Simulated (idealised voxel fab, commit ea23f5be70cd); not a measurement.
The document below concerns the process module designated voxel trench capacitor.
275 nm wide, 5 nm square cells: that's cross-section cut.
How to read a cross-section here: the picture is a grid of square cells, written as bands going from the top down, and any band can span one or more rows of cells.
A band entry consists of two parts. The first gives the height of the band's top and the height of its bottom, in nm. The rest lists the band's materials from left to right, each with its width in nm. A single material labelled with the word "full width" fills the band from edge to edge, and the word "blank" marks empty space.
Heads up on the height convention: 0 is the point under which the incoming wafer is all one material, and the lowest band has no bottom, it just keeps going down, like "0 -> down".
A width given as "30 to 40" starts at the first number in the band's top row and ends at the second number in its bottom row, shifting by an equal amount at every step from row to row.
You'll sometimes find "no modifications" written for a step, and that's the way of saying that nowhere in the cross-section did a cell change during that step.
Voids not open to the top, 8 cells minimum: see "Fully enclosed voids". Written width x height at distance; distance is from the left edge; nm.
On a step's line, text after the settings is the simulator commenting on that step.
"overlay nm" answers the question of how far to the right of plan the mask lay on a step that has a mask, and when it is negative the answer is to the left.
Layout of what follows: cross-section pairs, each bracketing one process step, the after cross-section shown only to the lowest band that changed, the step between and its settings noted under each pair. Pairs may originate in different runs of this module on the same starting wafer; a pair continues from the pair above only where its entry headed "Pre-process cross-section" says so.
Pre-process cross-section
  0 -> down  Si full width
  Fully enclosed voids: none
Post-Process View
  5 -> 0  SiN full width
  Whatever lies below 0 is exactly as it was before.
  Fully enclosed voids: none
Step lying between the two cross-sections just above: CONFORMAL_DEP [material SiN] [thk nm 5]
Pre-process cross-section: after-state, pair directly above.
Post-Process View
  5 -> 0  SiN 75 nm, then blank 20 nm, then SiN 15 nm, then blank 20 nm, then SiN 15 nm, then blank 20 nm, then SiN 15 nm, then blank 20 nm, then SiN 75 nm
  Whatever lies below 0 is exactly as it was before.
  Fully enclosed voids: none
Step lying between the two cross-sections just above: MASKED_ETCH [tone open] [mask id TRENCH] [width nm 20] [pitch nm 35] [etch materials SiN] [depth nm 5] [overlay nm 0]
Pre-process cross-section: after-state, pair directly above.
Post-Process View
  5 -> 0  SiN 75 nm, then blank 20 nm, then SiN 15 nm, then blank 20 nm, then SiN 15 nm, then blank 20 nm, then SiN 15 nm, then blank 20 nm, then SiN 75 nm
  0 -> -40  Si 75 nm, then blank 20 nm, then Si 15 nm, then blank 20 nm, then Si 15 nm, then blank 20 nm, then Si 15 nm, then blank 20 nm, then Si 75 nm
  Whatever lies below -40 is exactly as it was before.
  Fully enclosed voids: none
Step lying between the two cross-sections just above: MASKED_ETCH [tone open] [mask id TRENCH] [width nm 20] [pitch nm 35] [etch materials Si] [depth nm 40] [overlay nm 0]
Pre-process cross-section: after-state, pair directly above.
Post-Process View
  10 -> 5  Al2O3 80 nm, then blank 10 nm, then Al2O3 25 nm, then blank 10 nm, then Al2O3 25 nm, then blank 10 nm, then Al2O3 25 nm, then blank 10 nm, then Al2O3 80 nm
  5 -> 0  SiN 75 nm, then Al2O3 5 nm, then blank 10 nm, then Al2O3 5 nm, then SiN 15 nm, then Al2O3 5 nm, then blank 10 nm, then Al2O3 5 nm, then SiN 15 nm, then Al2O3 5 nm, then blank 10 nm, then Al2O3 5 nm, then SiN 15 nm, then Al2O3 5 nm, then blank 10 nm, then Al2O3 5 nm, then SiN 75 nm
  0 -> -35  Si 75 nm, then Al2O3 5 nm, then blank 10 nm, then Al2O3 5 nm, then Si 15 nm, then Al2O3 5 nm, then blank 10 nm, then Al2O3 5 nm, then Si 15 nm, then Al2O3 5 nm, then blank 10 nm, then Al2O3 5 nm, then Si 15 nm, then Al2O3 5 nm, then blank 10 nm, then Al2O3 5 nm, then Si 75 nm
  -35 -> -40  Si 75 nm, then Al2O3 20 nm, then Si 15 nm, then Al2O3 20 nm, then Si 15 nm, then Al2O3 20 nm, then Si 15 nm, then Al2O3 20 nm, then Si 75 nm
  Whatever lies below -40 is exactly as it was before.
  Fully enclosed voids: none
Step lying between the two cross-sections just above: CONFORMAL_DEP [material Al2O3] [thk nm 5]
Pre-process cross-section: after-state, pair directly above.
Post-Process View
  15 -> 10  polySi full width
  10 -> 5  Al2O3 80 nm, then polySi 10 nm, then Al2O3 25 nm, then polySi 10 nm, then Al2O3 25 nm, then polySi 10 nm, then Al2O3 25 nm, then polySi 10 nm, then Al2O3 80 nm
  5 -> 0  SiN 75 nm, then Al2O3 5 nm, then polySi 10 nm, then Al2O3 5 nm, then SiN 15 nm, then Al2O3 5 nm, then polySi 10 nm, then Al2O3 5 nm, then SiN 15 nm, then Al2O3 5 nm, then polySi 10 nm, then Al2O3 5 nm, then SiN 15 nm, then Al2O3 5 nm, then polySi 10 nm, then Al2O3 5 nm, then SiN 75 nm
  0 -> -35  Si 75 nm, then Al2O3 5 nm, then polySi 10 nm, then Al2O3 5 nm, then Si 15 nm, then Al2O3 5 nm, then polySi 10 nm, then Al2O3 5 nm, then Si 15 nm, then Al2O3 5 nm, then polySi 10 nm, then Al2O3 5 nm, then Si 15 nm, then Al2O3 5 nm, then polySi 10 nm, then Al2O3 5 nm, then Si 75 nm
  Whatever lies below -35 is exactly as it was before.
  Fully enclosed voids: none
Step lying between the two cross-sections just above: FILL_DEP [material polySi] [thk nm 5]
Pre-process cross-section: after-state, pair directly above.
Post-Process View
  5 -> 0  SiN 75 nm, then Al2O3 5 nm, then polySi 10 nm, then Al2O3 5 nm, then SiN 15 nm, then Al2O3 5 nm, then polySi 10 nm, then Al2O3 5 nm, then SiN 15 nm, then Al2O3 5 nm, then polySi 10 nm, then Al2O3 5 nm, then SiN 15 nm, then Al2O3 5 nm, then polySi 10 nm, then Al2O3 5 nm, then SiN 75 nm
  Whatever lies below 0 is exactly as it was before.
  Fully enclosed voids: none
Step lying between the two cross-sections just above: CMP [height nm 5]
Pre-process cross-section
  0 -> down  Si full width
  Fully enclosed voids: none
Post-Process View
  0 -> -40  Si 75 nm, then blank 20 nm, then Si 15 nm, then blank 20 nm, then Si 15 nm, then blank 20 nm, then Si 15 nm, then blank 20 nm, then Si 75 nm
  Whatever lies below -40 is exactly as it was before.
  Fully enclosed voids: none
Step lying between the two cross-sections just above: MASKED_ETCH [tone open] [mask id TRENCH] [width nm 20] [pitch nm 35] [etch materials Si] [depth nm 40] [overlay nm 0]
Pre-process cross-section: after-state, pair directly above.
Post-Process View
  5 -> 0  Al2O3 80 nm, then blank 10 nm, then Al2O3 25 nm, then blank 10 nm, then Al2O3 25 nm, then blank 10 nm, then Al2O3 25 nm, then blank 10 nm, then Al2O3 80 nm
  0 -> -35  Si 75 nm, then Al2O3 5 nm, then blank 10 nm, then Al2O3 5 nm, then Si 15 nm, then Al2O3 5 nm, then blank 10 nm, then Al2O3 5 nm, then Si 15 nm, then Al2O3 5 nm, then blank 10 nm, then Al2O3 5 nm, then Si 15 nm, then Al2O3 5 nm, then blank 10 nm, then Al2O3 5 nm, then Si 75 nm
  -35 -> -40  Si 75 nm, then Al2O3 20 nm, then Si 15 nm, then Al2O3 20 nm, then Si 15 nm, then Al2O3 20 nm, then Si 15 nm, then Al2O3 20 nm, then Si 75 nm
  Whatever lies below -40 is exactly as it was before.
  Fully enclosed voids: none
Step lying between the two cross-sections just above: CONFORMAL_DEP [material Al2O3] [thk nm 5]
Pre-process cross-section: after-state, pair directly above.
Post-Process View
  10 -> 5  polySi full width
  5 -> 0  Al2O3 80 nm, then polySi 10 nm, then Al2O3 25 nm, then polySi 10 nm, then Al2O3 25 nm, then polySi 10 nm, then Al2O3 25 nm, then polySi 10 nm, then Al2O3 80 nm
  0 -> -35  Si 75 nm, then Al2O3 5 nm, then polySi 10 nm, then Al2O3 5 nm, then Si 15 nm, then Al2O3 5 nm, then polySi 10 nm, then Al2O3 5 nm, then Si 15 nm, then Al2O3 5 nm, then polySi 10 nm, then Al2O3 5 nm, then Si 15 nm, then Al2O3 5 nm, then polySi 10 nm, then Al2O3 5 nm, then Si 75 nm
  Whatever lies below -35 is exactly as it was before.
  Fully enclosed voids: none
Step lying between the two cross-sections just above: FILL_DEP [material polySi] [thk nm 5]
Pre-process cross-section: after-state, pair directly above.
Post-Process View
  5 -> 0  Al2O3 80 nm, then polySi 10 nm, then Al2O3 25 nm, then polySi 10 nm, then Al2O3 25 nm, then polySi 10 nm, then Al2O3 25 nm, then polySi 10 nm, then Al2O3 80 nm
  Whatever lies below 0 is exactly as it was before.
  Fully enclosed voids: none
Step lying between the two cross-sections just above: CMP [height nm 5]
Pre-process cross-section
  5 -> 0  SiN 75 nm, then blank 20 nm, then SiN 15 nm, then blank 20 nm, then SiN 15 nm, then blank 20 nm, then SiN 15 nm, then blank 20 nm, then SiN 75 nm
  0 -> -40  Si 75 nm, then blank 20 nm, then Si 15 nm, then blank 20 nm, then Si 15 nm, then blank 20 nm, then Si 15 nm, then blank 20 nm, then Si 75 nm
  -40 -> down  Si full width
  Fully enclosed voids: none
Post-Process View
  5 -> 0  SiN 75 nm, then blank 20 nm, then SiN 15 nm, then blank 20 nm, then SiN 15 nm, then blank 20 nm, then SiN 15 nm, then blank 20 nm, then SiN 75 nm
  0 -> -80  Si 75 nm, then blank 20 nm, then Si 15 nm, then blank 20 nm, then Si 15 nm, then blank 20 nm, then Si 15 nm, then blank 20 nm, then Si 75 nm
  Whatever lies below -80 is exactly as it was before.
  Fully enclosed voids: none
Step lying between the two cross-sections just above: MASKED_ETCH [tone open] [mask id TRENCH] [width nm 20] [pitch nm 35] [etch materials Si] [depth nm 40] [overlay nm 0]
Pre-process cross-section: after-state, pair directly above.
Post-Process View
  10 -> 5  Al2O3 80 nm, then blank 10 nm, then Al2O3 25 nm, then blank 10 nm, then Al2O3 25 nm, then blank 10 nm, then Al2O3 25 nm, then blank 10 nm, then Al2O3 80 nm
  5 -> 0  SiN 75 nm, then Al2O3 5 nm, then blank 10 nm, then Al2O3 5 nm, then SiN 15 nm, then Al2O3 5 nm, then blank 10 nm, then Al2O3 5 nm, then SiN 15 nm, then Al2O3 5 nm, then blank 10 nm, then Al2O3 5 nm, then SiN 15 nm, then Al2O3 5 nm, then blank 10 nm, then Al2O3 5 nm, then SiN 75 nm
  0 -> -75  Si 75 nm, then Al2O3 5 nm, then blank 10 nm, then Al2O3 5 nm, then Si 15 nm, then Al2O3 5 nm, then blank 10 nm, then Al2O3 5 nm, then Si 15 nm, then Al2O3 5 nm, then blank 10 nm, then Al2O3 5 nm, then Si 15 nm, then Al2O3 5 nm, then blank 10 nm, then Al2O3 5 nm, then Si 75 nm
  -75 -> -80  Si 75 nm, then Al2O3 20 nm, then Si 15 nm, then Al2O3 20 nm, then Si 15 nm, then Al2O3 20 nm, then Si 15 nm, then Al2O3 20 nm, then Si 75 nm
  Whatever lies below -80 is exactly as it was before.
  Fully enclosed voids: none
Step lying between the two cross-sections just above: CONFORMAL_DEP [material Al2O3] [thk nm 5]
Pre-process cross-section: after-state, pair directly above.
Post-Process View
  15 -> 10  polySi full width
  10 -> 5  Al2O3 80 nm, then polySi 10 nm, then Al2O3 25 nm, then polySi 10 nm, then Al2O3 25 nm, then polySi 10 nm, then Al2O3 25 nm, then polySi 10 nm, then Al2O3 80 nm
  5 -> 0  SiN 75 nm, then Al2O3 5 nm, then polySi 10 nm, then Al2O3 5 nm, then SiN 15 nm, then Al2O3 5 nm, then polySi 10 nm, then Al2O3 5 nm, then SiN 15 nm, then Al2O3 5 nm, then polySi 10 nm, then Al2O3 5 nm, then SiN 15 nm, then Al2O3 5 nm, then polySi 10 nm, then Al2O3 5 nm, then SiN 75 nm
  0 -> -75  Si 75 nm, then Al2O3 5 nm, then polySi 10 nm, then Al2O3 5 nm, then Si 15 nm, then Al2O3 5 nm, then polySi 10 nm, then Al2O3 5 nm, then Si 15 nm, then Al2O3 5 nm, then polySi 10 nm, then Al2O3 5 nm, then Si 15 nm, then Al2O3 5 nm, then polySi 10 nm, then Al2O3 5 nm, then Si 75 nm
  Whatever lies below -75 is exactly as it was before.
  Fully enclosed voids: none
Step lying between the two cross-sections just above: FILL_DEP [material polySi] [thk nm 5]
Pre-process cross-section: after-state, pair directly above.
Post-Process View
  5 -> 0  SiN 75 nm, then Al2O3 5 nm, then polySi 10 nm, then Al2O3 5 nm, then SiN 15 nm, then Al2O3 5 nm, then polySi 10 nm, then Al2O3 5 nm, then SiN 15 nm, then Al2O3 5 nm, then polySi 10 nm, then Al2O3 5 nm, then SiN 15 nm, then Al2O3 5 nm, then polySi 10 nm, then Al2O3 5 nm, then SiN 75 nm
  Whatever lies below 0 is exactly as it was before.
  Fully enclosed voids: none
Step lying between the two cross-sections just above: CMP [height nm 5]
Pre-process cross-section
  15 -> 10  polySi full width
  10 -> 5  Al2O3 80 nm, then polySi 10 nm, then Al2O3 25 nm, then polySi 10 nm, then Al2O3 25 nm, then polySi 10 nm, then Al2O3 25 nm, then polySi 10 nm, then Al2O3 80 nm
  5 -> 0  SiN 75 nm, then Al2O3 5 nm, then polySi 10 nm, then Al2O3 5 nm, then SiN 15 nm, then Al2O3 5 nm, then polySi 10 nm, then Al2O3 5 nm, then SiN 15 nm, then Al2O3 5 nm, then polySi 10 nm, then Al2O3 5 nm, then SiN 15 nm, then Al2O3 5 nm, then polySi 10 nm, then Al2O3 5 nm, then SiN 75 nm
  0 -> -35  Si 75 nm, then Al2O3 5 nm, then polySi 10 nm, then Al2O3 5 nm, then Si 15 nm, then Al2O3 5 nm, then polySi 10 nm, then Al2O3 5 nm, then Si 15 nm, then Al2O3 5 nm, then polySi 10 nm, then Al2O3 5 nm, then Si 15 nm, then Al2O3 5 nm, then polySi 10 nm, then Al2O3 5 nm, then Si 75 nm
  -35 -> -40  Si 75 nm, then Al2O3 20 nm, then Si 15 nm, then Al2O3 20 nm, then Si 15 nm, then Al2O3 20 nm, then Si 15 nm, then Al2O3 20 nm, then Si 75 nm
  -40 -> down  Si full width
  Fully enclosed voids: none
Post-Process View
  10 -> 5  Al2O3 80 nm, then polySi 10 nm, then Al2O3 25 nm, then polySi 10 nm, then Al2O3 25 nm, then polySi 10 nm, then Al2O3 25 nm, then polySi 10 nm, then Al2O3 80 nm
  Whatever lies below 5 is exactly as it was before.
  Fully enclosed voids: none
Step lying between the two cross-sections just above: CMP [height nm 10]
Pre-process cross-section
  5 -> 0  SiN full width
  0 -> down  Si full width
  Fully enclosed voids: none
Post-Process View
  5 -> 0  SiN 80 nm, then blank 15 nm, then SiN 20 nm, then blank 15 nm, then SiN 20 nm, then blank 15 nm, then SiN 20 nm, then blank 15 nm, then SiN 75 nm
  Whatever lies below 0 is exactly as it was before.
  Fully enclosed voids: none
Step lying between the two cross-sections just above: MASKED_ETCH [tone open] [mask id TRENCH] [width nm 15] [pitch nm 35] [etch materials SiN] [depth nm 5] [overlay nm 0]
Pre-process cross-section: after-state, pair directly above.
Post-Process View
  5 -> 0  SiN 80 nm, then blank 15 nm, then SiN 20 nm, then blank 15 nm, then SiN 20 nm, then blank 15 nm, then SiN 20 nm, then blank 15 nm, then SiN 75 nm
  0 -> -40  Si 80 nm, then blank 15 nm, then Si 20 nm, then blank 15 nm, then Si 20 nm, then blank 15 nm, then Si 20 nm, then blank 15 nm, then Si 75 nm
  Whatever lies below -40 is exactly as it was before.
  Fully enclosed voids: none
Step lying between the two cross-sections just above: MASKED_ETCH [tone open] [mask id TRENCH] [width nm 20] [pitch nm 35] [etch materials Si] [depth nm 40] [overlay nm 0]
Pre-process cross-section: after-state, pair directly above.
Post-Process View
  10 -> 5  Al2O3 85 nm, then blank 5 nm, then Al2O3 30 nm, then blank 5 nm, then Al2O3 30 nm, then blank 5 nm, then Al2O3 30 nm, then blank 5 nm, then Al2O3 80 nm
  5 -> 0  SiN 80 nm, then Al2O3 5 nm, then blank 5 nm, then Al2O3 5 nm, then SiN 20 nm, then Al2O3 5 nm, then blank 5 nm, then Al2O3 5 nm, then SiN 20 nm, then Al2O3 5 nm, then blank 5 nm, then Al2O3 5 nm, then SiN 20 nm, then Al2O3 5 nm, then blank 5 nm, then Al2O3 5 nm, then SiN 75 nm
  0 -> -35  Si 80 nm, then Al2O3 5 nm, then blank 5 nm, then Al2O3 5 nm, then Si 20 nm, then Al2O3 5 nm, then blank 5 nm, then Al2O3 5 nm, then Si 20 nm, then Al2O3 5 nm, then blank 5 nm, then Al2O3 5 nm, then Si 20 nm, then Al2O3 5 nm, then blank 5 nm, then Al2O3 5 nm, then Si 75 nm
  -35 -> -40  Si 80 nm, then Al2O3 15 nm, then Si 20 nm, then Al2O3 15 nm, then Si 20 nm, then Al2O3 15 nm, then Si 20 nm, then Al2O3 15 nm, then Si 75 nm
  Whatever lies below -40 is exactly as it was before.
  Fully enclosed voids: none
Step lying between the two cross-sections just above: CONFORMAL_DEP [material Al2O3] [thk nm 5]
Pre-process cross-section: after-state, pair directly above.
Post-Process View
  15 -> 10  polySi full width
  10 -> 5  Al2O3 85 nm, then polySi 5 nm, then Al2O3 30 nm, then polySi 5 nm, then Al2O3 30 nm, then polySi 5 nm, then Al2O3 30 nm, then polySi 5 nm, then Al2O3 80 nm
  5 -> 0  SiN 80 nm, then Al2O3 5 nm, then polySi 5 nm, then Al2O3 5 nm, then SiN 20 nm, then Al2O3 5 nm, then polySi 5 nm, then Al2O3 5 nm, then SiN 20 nm, then Al2O3 5 nm, then polySi 5 nm, then Al2O3 5 nm, then SiN 20 nm, then Al2O3 5 nm, then polySi 5 nm, then Al2O3 5 nm, then SiN 75 nm
  0 -> -35  Si 80 nm, then Al2O3 5 nm, then polySi 5 nm, then Al2O3 5 nm, then Si 20 nm, then Al2O3 5 nm, then polySi 5 nm, then Al2O3 5 nm, then Si 20 nm, then Al2O3 5 nm, then polySi 5 nm, then Al2O3 5 nm, then Si 20 nm, then Al2O3 5 nm, then polySi 5 nm, then Al2O3 5 nm, then Si 75 nm
  Whatever lies below -35 is exactly as it was before.
  Fully enclosed voids: none
Step lying between the two cross-sections just above: FILL_DEP [material polySi] [thk nm 5]
Pre-process cross-section: after-state, pair directly above.
Post-Process View
  5 -> 0  SiN 80 nm, then Al2O3 5 nm, then polySi 5 nm, then Al2O3 5 nm, then SiN 20 nm, then Al2O3 5 nm, then polySi 5 nm, then Al2O3 5 nm, then SiN 20 nm, then Al2O3 5 nm, then polySi 5 nm, then Al2O3 5 nm, then SiN 20 nm, then Al2O3 5 nm, then polySi 5 nm, then Al2O3 5 nm, then SiN 75 nm
  Whatever lies below 0 is exactly as it was before.
  Fully enclosed voids: none
Step lying between the two cross-sections just above: CMP [height nm 5]
Pre-process cross-section
  5 -> 0  SiN 75 nm, then blank 20 nm, then SiN 15 nm, then blank 20 nm, then SiN 15 nm, then blank 20 nm, then SiN 15 nm, then blank 20 nm, then SiN 75 nm
  0 -> down  Si full width
  Fully enclosed voids: none
Post-Process View
  5 -> 0  SiN 75 nm, then blank 20 nm, then SiN 15 nm, then blank 20 nm, then SiN 15 nm, then blank 20 nm, then SiN 15 nm, then blank 20 nm, then SiN 75 nm
  0 -> -40  Si 75 nm, then blank 10 nm, then Si 25 nm, then blank 10 nm, then Si 25 nm, then blank 10 nm, then Si 25 nm, then blank 10 nm, then Si 85 nm
  Whatever lies below -40 is exactly as it was before.
  Fully enclosed voids: none
Step lying between the two cross-sections just above: MASKED_ETCH [tone open] [mask id TRENCH] [width nm 20] [pitch nm 35] [etch materials Si] [depth nm 40] [overlay nm -10]
Pre-process cross-section: after-state, pair directly above.
Post-Process View
  10 -> 5  Al2O3 80 nm, then blank 10 nm, then Al2O3 25 nm, then blank 10 nm, then Al2O3 25 nm, then blank 10 nm, then Al2O3 25 nm, then blank 10 nm, then Al2O3 80 nm
  5 -> 0  SiN 75 nm, then Al2O3 20 nm, then SiN 15 nm, then Al2O3 20 nm, then SiN 15 nm, then Al2O3 20 nm, then SiN 15 nm, then Al2O3 20 nm, then SiN 75 nm
  0 -> -40  Si 75 nm, then Al2O3 10 nm, then Si 25 nm, then Al2O3 10 nm, then Si 25 nm, then Al2O3 10 nm, then Si 25 nm, then Al2O3 10 nm, then Si 85 nm
  Whatever lies below -40 is exactly as it was before.
  Fully enclosed voids: none
Step lying between the two cross-sections just above: CONFORMAL_DEP [material Al2O3] [thk nm 5]
Pre-process cross-section: after-state, pair directly above.
Post-Process View
  15 -> 10  polySi full width
  10 -> 5  Al2O3 80 nm, then polySi 10 nm, then Al2O3 25 nm, then polySi 10 nm, then Al2O3 25 nm, then polySi 10 nm, then Al2O3 25 nm, then polySi 10 nm, then Al2O3 80 nm
  Whatever lies below 5 is exactly as it was before.
  Fully enclosed voids: none
Step lying between the two cross-sections just above: FILL_DEP [material polySi] [thk nm 5]
Pre-process cross-section: after-state, pair directly above.
Post-Process View
  5 -> 0  SiN 75 nm, then Al2O3 20 nm, then SiN 15 nm, then Al2O3 20 nm, then SiN 15 nm, then Al2O3 20 nm, then SiN 15 nm, then Al2O3 20 nm, then SiN 75 nm
  Whatever lies below 0 is exactly as it was before.
  Fully enclosed voids: none
Step lying between the two cross-sections just above: CMP [height nm 5]
Pre-process cross-section
  10 -> 5  Al2O3 80 nm, then blank 10 nm, then Al2O3 25 nm, then blank 10 nm, then Al2O3 25 nm, then blank 10 nm, then Al2O3 25 nm, then blank 10 nm, then Al2O3 80 nm
  5 -> 0  SiN 75 nm, then Al2O3 5 nm, then blank 10 nm, then Al2O3 5 nm, then SiN 15 nm, then Al2O3 5 nm, then blank 10 nm, then Al2O3 5 nm, then SiN 15 nm, then Al2O3 5 nm, then blank 10 nm, then Al2O3 5 nm, then SiN 15 nm, then Al2O3 5 nm, then blank 10 nm, then Al2O3 5 nm, then SiN 75 nm
  0 -> -35  Si 75 nm, then Al2O3 5 nm, then blank 10 nm, then Al2O3 5 nm, then Si 15 nm, then Al2O3 5 nm, then blank 10 nm, then Al2O3 5 nm, then Si 15 nm, then Al2O3 5 nm, then blank 10 nm, then Al2O3 5 nm, then Si 15 nm, then Al2O3 5 nm, then blank 10 nm, then Al2O3 5 nm, then Si 75 nm
  -35 -> -40  Si 75 nm, then Al2O3 20 nm, then Si 15 nm, then Al2O3 20 nm, then Si 15 nm, then Al2O3 20 nm, then Si 15 nm, then Al2O3 20 nm, then Si 75 nm
  -40 -> down  Si full width
  Fully enclosed voids: none
Post-Process View
  15 -> 10  SiN full width
  10 -> 5  Al2O3 80 nm, then SiN 10 nm, then Al2O3 25 nm, then SiN 10 nm, then Al2O3 25 nm, then SiN 10 nm, then Al2O3 25 nm, then SiN 10 nm, then Al2O3 80 nm
  5 -> 0  SiN 75 nm, then Al2O3 5 nm, then SiN 10 nm, then Al2O3 5 nm, then SiN 15 nm, then Al2O3 5 nm, then SiN 10 nm, then Al2O3 5 nm, then SiN 15 nm, then Al2O3 5 nm, then SiN 10 nm, then Al2O3 5 nm, then SiN 15 nm, then Al2O3 5 nm, then SiN 10 nm, then Al2O3 5 nm, then SiN 75 nm
  0 -> -35  Si 75 nm, then Al2O3 5 nm, then SiN 10 nm, then Al2O3 5 nm, then Si 15 nm, then Al2O3 5 nm, then SiN 10 nm, then Al2O3 5 nm, then Si 15 nm, then Al2O3 5 nm, then SiN 10 nm, then Al2O3 5 nm, then Si 15 nm, then Al2O3 5 nm, then SiN 10 nm, then Al2O3 5 nm, then Si 75 nm
  Whatever lies below -35 is exactly as it was before.
  Fully enclosed voids: none
Step lying between the two cross-sections just above: FILL_DEP [material SiN] [thk nm 5]
Pre-process cross-section: after-state, pair directly above.
Post-Process View
  5 -> 0  SiN 75 nm, then Al2O3 5 nm, then SiN 10 nm, then Al2O3 5 nm, then SiN 15 nm, then Al2O3 5 nm, then SiN 10 nm, then Al2O3 5 nm, then SiN 15 nm, then Al2O3 5 nm, then SiN 10 nm, then Al2O3 5 nm, then SiN 15 nm, then Al2O3 5 nm, then SiN 10 nm, then Al2O3 5 nm, then SiN 75 nm
  Whatever lies below 0 is exactly as it was before.
  Fully enclosed voids: none
Step lying between the two cross-sections just above: CMP [height nm 5]
Pre-process cross-section
  5 -> 0  SiN full width
  0 -> down  Si full width
  Fully enclosed voids: none
Post-Process View
  5 -> 0  blank 75 nm, then SiN 20 nm, then blank 15 nm, then SiN 20 nm, then blank 15 nm, then SiN 20 nm, then blank 15 nm, then SiN 20 nm, then blank 75 nm
  Whatever lies below 0 is exactly as it was before.
  Fully enclosed voids: none
Step lying between the two cross-sections just above: MASKED_ETCH [tone cover] [mask id TRENCH] [width nm 20] [pitch nm 35] [etch materials SiN] [depth nm 5] [overlay nm 0]
Pre-process cross-section: after-state, pair directly above.
Post-Process View
  10 -> 5  blank 70 nm, then Al2O3 30 nm, then blank 5 nm, then Al2O3 30 nm, then blank 5 nm, then Al2O3 30 nm, then blank 5 nm, then Al2O3 30 nm, then blank 70 nm
  5 -> 0  Al2O3 75 nm, then SiN 20 nm, then Al2O3 15 nm, then SiN 20 nm, then Al2O3 15 nm, then SiN 20 nm, then Al2O3 15 nm, then SiN 20 nm, then Al2O3 75 nm
  Whatever lies below 0 is exactly as it was before.
  Fully enclosed voids: none
Step lying between the two cross-sections just above: CONFORMAL_DEP [material Al2O3] [thk nm 5]
Pre-process cross-section: after-state, pair directly above.
Post-Process View
  15 -> 10  polySi full width
  10 -> 5  polySi 70 nm, then Al2O3 30 nm, then polySi 5 nm, then Al2O3 30 nm, then polySi 5 nm, then Al2O3 30 nm, then polySi 5 nm, then Al2O3 30 nm, then polySi 70 nm
  Whatever lies below 5 is exactly as it was before.
  Fully enclosed voids: none
Step lying between the two cross-sections just above: FILL_DEP [material polySi] [thk nm 5]
Pre-process cross-section: after-state, pair directly above.
Post-Process View
  5 -> 0  Al2O3 75 nm, then SiN 20 nm, then Al2O3 15 nm, then SiN 20 nm, then Al2O3 15 nm, then SiN 20 nm, then Al2O3 15 nm, then SiN 20 nm, then Al2O3 75 nm
  Whatever lies below 0 is exactly as it was before.
  Fully enclosed voids: none
Step lying between the two cross-sections just above: CMP [height nm 5]
